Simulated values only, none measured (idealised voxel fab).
The following is a process module called voxel double patterning.
Cross-section cut: width 170 nm, square cells of 5 nm.
A cross-section is written here as square cells arranged in a grid, and it is given in bands from the top down, each band taking up one or more rows of cells.
Basically the band line says how high the top is and how high the bottom is, in nm, and then what's in it from left to right, every material with its width in nm. Empty space shows up as "empty", and if a single material carries "everywhere" it runs the full band edge to edge.
Heads up on the height convention: 0 is the point under which the incoming wafer is all one material, and the lowest band has no bottom, it just keeps going down, like "0 nm and below".
Width: "30..40" (first number = top row, second number = bottom row, same change from row to row of cells).
"left unchanged" means the step left every cell of the cross-section as it was.
Entry "Trapped cavities". Content: empty spaces with no open connection to the top, size 8 cells or greater. Each: width x height at distance. Distance: from left edge. Unit: nm.
Anything after a step's settings on that line? It's the simulator's own note about the step.
The setting "overlay nm" may be written on the line of a step. When the step uses a mask, the value reports how far to the right of the planned place the mask lay, and a negative value reports that it lay to the left.
-- Set out below are the planned steps of the process
1 RECEIVE with material Si
2 CONFORMAL_DEP with material SiN, thk nm 10
3 DIRECTIONAL_DEP with material SiO2, thk nm 10
4 DIRECTIONAL_DEP with material SiCN, thk nm 10
5 DIRECTIONAL_DEP with material aC, thk nm 15
6 PATTERN with tone open, mask id FIRST, material resist, width nm 15, pitch nm 50, thk nm 35, overlay nm 0
7 DIRECTIONAL_ETCH with etch materials aC, depth nm 5
8 STRIP with etch materials resist
9 DIRECTIONAL_ETCH with etch materials SiCN, depth nm 10
10 STRIP with etch materials aC
11 PATTERN with tone open, mask id SECOND, material resist, width nm 15, thk nm 20, overlay nm 0
12 DIRECTIONAL_ETCH with etch materials SiCN, depth nm 10
13 STRIP with etch materials resist
14 DIRECTIONAL_ETCH with etch materials SiO2, depth nm 10
15 STRIP with etch materials SiCN
Wafers differ in depth nm at step 7; plan lists the first wafer's value; identical starting state.
-- This is how the first of several wafers looked in cross-section when it arrived, which is after step 1
    0 nm and below | Si everywhere
    Trapped cavities: none
-- After the module's final step, step 15: the first of several wafers in cross-section
    20 nm to 10 nm | 75 nm SiO2 | 15 nm empty | 80 nm SiO2
    10 nm to 0 nm | SiN everywhere
    0 nm and below | Si everywhere
    Trapped cavities: none
-- Cross-section, last wafer, module completion
    20 nm to 10 nm | 50 nm SiO2 | 15 nm empty | 10 nm SiO2 | 15 nm empty | 10 nm SiO2 | 15 nm empty | 55 nm SiO2
    10 nm to 0 nm | SiN everywhere
    0 nm and below | Si everywhere
    Trapped cavities: none
-- Here is how to read the rows: every wafer has a row, and it shows the wafer at the end of the module, giving for each material how many cells were gained (+) or lost (-) since the wafer was received, then listing its closed voids
depth nm 5, +68 SiN, +62 SiO2, Trapped cavities: none
depth nm 10, +68 SiN, +62 SiO2, Trapped cavities: none
depth nm 15, +68 SiN, +50 SiO2, Trapped cavities: none
depth nm 20, +68 SiN, +50 SiO2, Trapped cavities: none
depth nm 25, +68 SiN, +50 SiO2, Trapped cavities: none
depth nm 30, +68 SiN, +50 SiO2, Trapped cavities: none
